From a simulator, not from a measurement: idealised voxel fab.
Herein follows the process module entitled voxel self aligned vias.
Square cell edge 5 nm, section width 280 nm, ID cut.
We lay out every cross-section as a grid of square cells and spell it out in bands from the top down, where one band means one or more rows of cells. What a band's entry tells you: where the top is and where the bottom is, as heights in nm, and after that what lies inside, material by material from left to right, each with its width in nm. Empty space is written as the word "blank", and a single material marked with the word "full width" occupies the band from edge to edge. Height 0 is the level under which the wafer as received is all one material. The lowest band goes on downwards, as in "top 0, no bottom". Read "30->40" as a graded width: first number on top, second number at the bottom, same change between each pair of neighbouring rows. Where the words "no change occurred" appear for a step, the cross-section shows no cell changed by that step; every cell remained as before. "Closed void roster" - sealed voids, min. 8 cells, no opening to top; format: width x height at distance (distance from left edge; nm throughout). Heads up: the bit after the settings on a step's line is the simulator's remark on that step. overlay nm: where the mask lay relative to plan, measured to the right, on steps with a mask; negatives go left. Quick note on how to read the rest: it's all pairs. You get the cross-section before a process step and the one after, but the after one only goes down as far as the lowest band that changed. The step in between, with its settings, sits under the pair. Heads up, the pairs can come from different runs of this module on the same starting wafer, so don't assume a pair picks up from the one above unless its "Pre-process state" entry says it does.
Pre-process state
> top 55, bottom 35 | lowk full width
> top 35, bottom 30 | lowk 95 nm; SiN 20 nm; lowk 45 nm; SiN 20 nm; lowk 100 nm
> top 30, bottom 20 | lowk 95 nm; TiN 5 nm; W 10 nm; TiN 5 nm; lowk 45 nm; TiN 5 nm; W 10 nm; TiN 5 nm; lowk 100 nm
> top 20, bottom 15 | lowk 95 nm; TiN 20 nm; lowk 45 nm; TiN 20 nm; lowk 100 nm
> top 15, bottom 10 | SiCN full width
> top 10, bottom 0 | SiO2 full width
> top 0, no bottom | Si full width
> Closed void roster: none
Post-Process Section
> top 70, bottom 55 | resist 95 nm; blank 40 nm; resist 145 nm
> Below 55 it's all the same as before, nothing changed down there.
> Closed void roster: none
Step lying between the two cross-sections just above: op PATTERN | tone open | mask id VIAS | material resist | width nm 40 | thk nm 15 | overlay nm 10
Pre-process state: look at the pair above, its after cross-section is where this step starts.
Post-Process Section
> top 70, bottom 55 | resist 95 nm; blank 40 nm; resist 145 nm
> top 55, bottom 35 | lowk 95 nm; blank 40 nm; lowk 145 nm
> Below 35 it's all the same as before, nothing changed down there.
> Closed void roster: none
Step lying between the two cross-sections just above: op DIRECTIONAL_ETCH | etch materials lowk | depth nm 20
Pre-process state: look at the pair above, its after cross-section is where this step starts.
Post-Process Section
> top 70, bottom 55 | resist 95 nm; blank 40 nm; resist 145 nm
> top 55, bottom 35 | lowk 95 nm; blank 40 nm; lowk 145 nm
> top 35, bottom 30 | lowk 95 nm; blank 20 nm; lowk 45 nm; SiN 20 nm; lowk 100 nm
> Below 30 it's all the same as before, nothing changed down there.
> Closed void roster: none
Step lying between the two cross-sections just above: op DIRECTIONAL_ETCH | etch materials SiN | depth nm 5
Pre-process state: look at the pair above, its after cross-section is where this step starts.
Post-Process Section
> top 55, bottom 35 | lowk 95 nm; blank 40 nm; lowk 145 nm
> Below 35 it's all the same as before, nothing changed down there.
> Closed void roster: none
Step lying between the two cross-sections just above: op STRIP | etch materials resist
Pre-process state: look at the pair above, its after cross-section is where this step starts.
Post-Process Section
> top 60, bottom 55 | TiN 100 nm; blank 30 nm; TiN 150 nm
> top 55, bottom 40 | lowk 95 nm; TiN 5 nm; blank 30 nm; TiN 5 nm; lowk 145 nm
> top 40, bottom 35 | lowk 95 nm; TiN 5 nm; blank 10 nm; TiN 25 nm; lowk 145 nm
> top 35, bottom 30 | lowk 95 nm; TiN 20 nm; lowk 45 nm; SiN 20 nm; lowk 100 nm
> Below 30 it's all the same as before, nothing changed down there.
> Closed void roster: none
Step lying between the two cross-sections just above: op CONFORMAL_DEP | material TiN | thk nm 5
Pre-process state: look at the pair above, its after cross-section is where this step starts.
Post-Process Section
> top 65, bottom 60 | Ru full width
> top 60, bottom 55 | TiN 100 nm; Ru 30 nm; TiN 150 nm
> top 55, bottom 40 | lowk 95 nm; TiN 5 nm; Ru 30 nm; TiN 5 nm; lowk 145 nm
> top 40, bottom 35 | lowk 95 nm; TiN 5 nm; Ru 10 nm; TiN 25 nm; lowk 145 nm
> Below 35 it's all the same as before, nothing changed down there.
> Closed void roster: none
Step lying between the two cross-sections just above: op FILL_DEP | material Ru | thk nm 5
Pre-process state: look at the pair above, its after cross-section is where this step starts.
Post-Process Section
> top 55, bottom 40 | lowk 95 nm; TiN 5 nm; Ru 30 nm; TiN 5 nm; lowk 145 nm
> Below 40 it's all the same as before, nothing changed down there.
> Closed void roster: none
Step lying between the two cross-sections just above: op CMP | height nm 55
Pre-process state: look at the pair above, its after cross-section is where this step starts.
Post-Process Section
> top 60, bottom 55 | SiN full width
> Below 55 it's all the same as before, nothing changed down there.
> Closed void roster: none
Step lying between the two cross-sections just above: op CONFORMAL_DEP | material SiN | thk nm 5
Pre-process state
> top 0, no bottom | Si full width
> Closed void roster: none
Post-Process Section
> top 10, bottom 0 | Ru full width
> Below 0 it's all the same as before, nothing changed down there.
> Closed void roster: none
Step lying between the two cross-sections just above: op CONFORMAL_DEP | material Ru | thk nm 10
Pre-process state: look at the pair above, its after cross-section is where this step starts.
Post-Process Section
> top 15, bottom 10 | SiCN full width
> Below 10 it's all the same as before, nothing changed down there.
> Closed void roster: none
Step lying between the two cross-sections just above: op CONFORMAL_DEP | material SiCN | thk nm 5
Pre-process state: look at the pair above, its after cross-section is where this step starts.
Post-Process Section
> top 35, bottom 15 | lowk full width
> Below 15 it's all the same as before, nothing changed down there.
> Closed void roster: none
Step lying between the two cross-sections just above: op DIRECTIONAL_DEP | material lowk | thk nm 20
Pre-process state: look at the pair above, its after cross-section is where this step starts.
Post-Process Section
> top 35, bottom 15 | lowk 95 nm; blank 20 nm; lowk 45 nm; blank 20 nm; lowk 100 nm
> Below 15 it's all the same as before, nothing changed down there.
> Closed void roster: none
Step lying between the two cross-sections just above: op MASKED_ETCH | tone open | mask id LINES | width nm 20 | pitch nm 65 | etch materials lowk | depth nm 20 | overlay nm 0
Pre-process state: look at the pair above, its after cross-section is where this step starts.
Post-Process Section
> top 40, bottom 35 | TiN 100 nm; blank 10 nm; TiN 55 nm; blank 10 nm; TiN 105 nm
> top 35, bottom 20 | lowk 95 nm; TiN 5 nm; blank 10 nm; TiN 5 nm; lowk 45 nm; TiN 5 nm; blank 10 nm; TiN 5 nm; lowk 100 nm
> top 20, bottom 15 | lowk 95 nm; TiN 20 nm; lowk 45 nm; TiN 20 nm; lowk 100 nm
> Below 15 it's all the same as before, nothing changed down there.
> Closed void roster: none
Step lying between the two cross-sections just above: op CONFORMAL_DEP | material TiN | thk nm 5
Pre-process state: look at the pair above, its after cross-section is where this step starts.
Post-Process Section
> top 50, bottom 40 | W full width
> top 40, bottom 35 | TiN 100 nm; W 10 nm; TiN 55 nm; W 10 nm; TiN 105 nm
> top 35, bottom 20 | lowk 95 nm; TiN 5 nm; W 10 nm; TiN 5 nm; lowk 45 nm; TiN 5 nm; W 10 nm; TiN 5 nm; lowk 100 nm
> Below 20 it's all the same as before, nothing changed down there.
> Closed void roster: none
Step lying between the two cross-sections just above: op FILL_DEP | material W | thk nm 10
Pre-process state: look at the pair above, its after cross-section is where this step starts.
Post-Process Section
> top 35, bottom 20 | lowk 95 nm; TiN 5 nm; W 10 nm; TiN 5 nm; lowk 45 nm; TiN 5 nm; W 10 nm; TiN 5 nm; lowk 100 nm
> Below 20 it's all the same as before, nothing changed down there.
> Closed void roster: none
Step lying between the two cross-sections just above: op CMP | height nm 35
Pre-process state: look at the pair above, its after cross-section is where this step starts.
Post-Process Section
> top 35, bottom 30 | lowk 95 nm; blank 20 nm; lowk 45 nm; blank 20 nm; lowk 100 nm
> Below 30 it's all the same as before, nothing changed down there.
> Closed void roster: none
Step lying between the two cross-sections just above: op SELECTIVE_ETCH | etch materials W Ru TiN | depth nm 5
Pre-process state: look at the pair above, its after cross-section is where this step starts.
Post-Process Section
> top 45, bottom 35 | SiN full width
> top 35, bottom 30 | lowk 95 nm; SiN 20 nm; lowk 45 nm; SiN 20 nm; lowk 100 nm
> Below 30 it's all the same as before, nothing changed down there.
> Closed void roster: none
Step lying between the two cross-sections just above: op FILL_DEP | material SiN | thk nm 10
Pre-process state: look at the pair above, its after cross-section is where this step starts.
Post-Process Section
> top 35, bottom 30 | lowk 95 nm; SiN 20 nm; lowk 45 nm; SiN 20 nm; lowk 100 nm
> Below 30 it's all the same as before, nothing changed down there.
> Closed void roster: none
Step lying between the two cross-sections just above: op CMP | height nm 35
Pre-process state: look at the pair above, its after cross-section is where this step starts.
Post-Process Section
> top 55, bottom 35 | lowk full width
> Below 35 it's all the same as before, nothing changed down there.
> Closed void roster: none
Step lying between the two cross-sections just above: op DIRECTIONAL_DEP | material lowk | thk nm 20
Pre-process state: look at the pair above, its after cross-section is where this step starts.
Post-Process Section
> top 70, bottom 55 | resist 85 nm; blank 40 nm; resist 155 nm
> Below 55 it's all the same as before, nothing changed down there.
> Closed void roster: none
Step lying between the two cross-sections just above: op PATTERN | tone open | mask id VIAS | material resist | width nm 40 | thk nm 15 | overlay nm 0
Pre-process state: look at the pair above, its after cross-section is where this step starts.
Post-Process Section
> top 70, bottom 55 | resist 85 nm; blank 40 nm; resist 155 nm
> top 55, bottom 35 | lowk 85 nm; blank 40 nm; lowk 155 nm
> Below 35 it's all the same as before, nothing changed down there.
> Closed void roster: none
Step lying between the two cross-sections just above: op DIRECTIONAL_ETCH | etch materials lowk | depth nm 20
Pre-process state: look at the pair above, its after cross-section is where this step starts.
Post-Process Section
> top 70, bottom 55 | resist 85 nm; blank 40 nm; resist 155 nm
> top 55, bottom 35 | lowk 85 nm; blank 40 nm; lowk 155 nm
> top 35, bottom 30 | lowk 95 nm; blank 20 nm; lowk 45 nm; SiN 20 nm; lowk 100 nm
> Below 30 it's all the same as before, nothing changed down there.
> Closed void roster: none
Step lying between the two cross-sections just above: op DIRECTIONAL_ETCH | etch materials SiN | depth nm 5
Pre-process state: look at the pair above, its after cross-section is where this step starts.
Post-Process Section
> top 55, bottom 35 | lowk 85 nm; blank 40 nm; lowk 155 nm
> Below 35 it's all the same as before, nothing changed down there.
> Closed void roster: none
Step lying between the two cross-sections just above: op STRIP | etch materials resist
Pre-process state: look at the pair above, its after cross-section is where this step starts.
Post-Process Section
> top 60, bottom 55 | TiN 90 nm; blank 30 nm; TiN 160 nm
> top 55, bottom 40 | lowk 85 nm; TiN 5 nm; blank 30 nm; TiN 5 nm; lowk 155 nm
> top 40, bottom 35 | lowk 85 nm; TiN 15 nm; blank 10 nm; TiN 15 nm; lowk 155 nm
> top 35, bottom 30 | lowk 95 nm; TiN 20 nm; lowk 45 nm; SiN 20 nm; lowk 100 nm
> Below 30 it's all the same as before, nothing changed down there.
> Closed void roster: none
Step lying between the two cross-sections just above: op CONFORMAL_DEP | material TiN | thk nm 5
Pre-process state: look at the pair above, its after cross-section is where this step starts.
Post-Process Section
> top 65, bottom 60 | Ru full width
> top 60, bottom 55 | TiN 90 nm; Ru 30 nm; TiN 160 nm
> top 55, bottom 40 | lowk 85 nm; TiN 5 nm; Ru 30 nm; TiN 5 nm; lowk 155 nm
> top 40, bottom 35 | lowk 85 nm; TiN 15 nm; Ru 10 nm; TiN 15 nm; lowk 155 nm
> Below 35 it's all the same as before, nothing changed down there.
> Closed void roster: none
Step lying between the two cross-sections just above: op FILL_DEP | material Ru | thk nm 5
Pre-process state: look at the pair above, its after cross-section is where this step starts.
Post-Process Section
> top 55, bottom 40 | lowk 85 nm; TiN 5 nm; Ru 30 nm; TiN 5 nm; lowk 155 nm
> Below 40 it's all the same as before, nothing changed down there.
> Closed void roster: none
Step lying between the two cross-sections just above: op CMP | height nm 55
Pre-process state: look at the pair above, its after cross-section is where this step starts.
Post-Process Section
> top 60, bottom 55 | SiN full width
> Below 55 it's all the same as before, nothing changed down there.
> Closed void roster: none
Step lying between the two cross-sections just above: op CONFORMAL_DEP | material SiN | thk nm 5
Pre-process state
> top 55, bottom 35 | lowk full width
> top 35, bottom 30 | lowk 95 nm; SiN 20 nm; lowk 45 nm; SiN 20 nm; lowk 100 nm
> top 30, bottom 20 | lowk 95 nm; TiN 5 nm; W 10 nm; TiN 5 nm; lowk 45 nm; TiN 5 nm; W 10 nm; TiN 5 nm; lowk 100 nm
> top 20, bottom 15 | lowk 95 nm; TiN 20 nm; lowk 45 nm; TiN 20 nm; lowk 100 nm
> top 15, bottom 10 | SiCN full width
> top 10, bottom 0 | SiO2 full width
> top 0, no bottom | Si full width
> Closed void roster: none
Post-Process Section
> top 70, bottom 55 | blank 85 nm; resist 40 nm; blank 155 nm
> Below 55 it's all the same as before, nothing changed down there.
> Closed void roster: none
Step lying between the two cross-sections just above: op PATTERN | tone cover | mask id VIAS | material resist | width nm 40 | thk nm 15 | overlay nm 0
Pre-process state: look at the pair above, its after cross-section is where this step starts.
Post-Process Section
> top 70, bottom 55 | blank 85 nm; resist 40 nm; blank 155 nm
> top 55, bottom 35 | blank 85 nm; lowk 40 nm; blank 155 nm
> Below 35 it's all the same as before, nothing changed down there.
> Closed void roster: none
Step lying between the two cross-sections just above: op DIRECTIONAL_ETCH | etch materials lowk | depth nm 20
Pre-process state: look at the pair above, its after cross-section is where this step starts.
Post-Process Section
> top 70, bottom 55 | blank 85 nm; resist 40 nm; blank 155 nm
> top 55, bottom 35 | blank 85 nm; lowk 40 nm; blank 155 nm
> top 35, bottom 30 | lowk 95 nm; SiN 20 nm; lowk 45 nm; blank 20 nm; lowk 100 nm
> Below 30 it's all the same as before, nothing changed down there.
> Closed void roster: none
Step lying between the two cross-sections just above: op DIRECTIONAL_ETCH | etch materials SiN | depth nm 5
Pre-process state: look at the pair above, its after cross-section is where this step starts.
Post-Process Section
> top 55, bottom 35 | blank 85 nm; lowk 40 nm; blank 155 nm
> Below 35 it's all the same as before, nothing changed down there.
> Closed void roster: none
Step lying between the two cross-sections just above: op STRIP | etch materials resist
Pre-process state: look at the pair above, its after cross-section is where this step starts.
Post-Process Section
> top 60, bottom 55 | blank 80 nm; TiN 50 nm; blank 150 nm
> top 55, bottom 40 | blank 80 nm; TiN 5 nm; lowk 40 nm; TiN 5 nm; blank 150 nm
> top 40, bottom 35 | TiN 85 nm; lowk 40 nm; TiN 40 nm; blank 10 nm; TiN 105 nm
> top 35, bottom 30 | lowk 95 nm; SiN 20 nm; lowk 45 nm; TiN 20 nm; lowk 100 nm
> Below 30 it's all the same as before, nothing changed down there.
> Closed void roster: none
Step lying between the two cross-sections just above: op CONFORMAL_DEP | material TiN | thk nm 5
Pre-process state: look at the pair above, its after cross-section is where this step starts.
Post-Process Section
> top 65, bottom 60 | Ru full width
> top 60, bottom 55 | Ru 80 nm; TiN 50 nm; Ru 150 nm
> top 55, bottom 40 | Ru 80 nm; TiN 5 nm; lowk 40 nm; TiN 5 nm; Ru 150 nm
> top 40, bottom 35 | TiN 85 nm; lowk 40 nm; TiN 40 nm; Ru 10 nm; TiN 105 nm
> Below 35 it's all the same as before, nothing changed down there.
> Closed void roster: none
Step lying between the two cross-sections just above: op FILL_DEP | material Ru | thk nm 5
Pre-process state: look at the pair above, its after cross-section is where this step starts.
Post-Process Section
> top 55, bottom 40 | Ru 80 nm; TiN 5 nm; lowk 40 nm; TiN 5 nm; Ru 150 nm
> Below 40 it's all the same as before, nothing changed down there.
> Closed void roster: none
Step lying between the two cross-sections just above: op CMP | height nm 55
Pre-process state: look at the pair above, its after cross-section is where this step starts.
Post-Process Section
> top 60, bottom 55 | SiN full width
> Below 55 it's all the same as before, nothing changed down there.
> Closed void roster: none
Step lying between the two cross-sections just above: op CONFORMAL_DEP | material SiN | thk nm 5
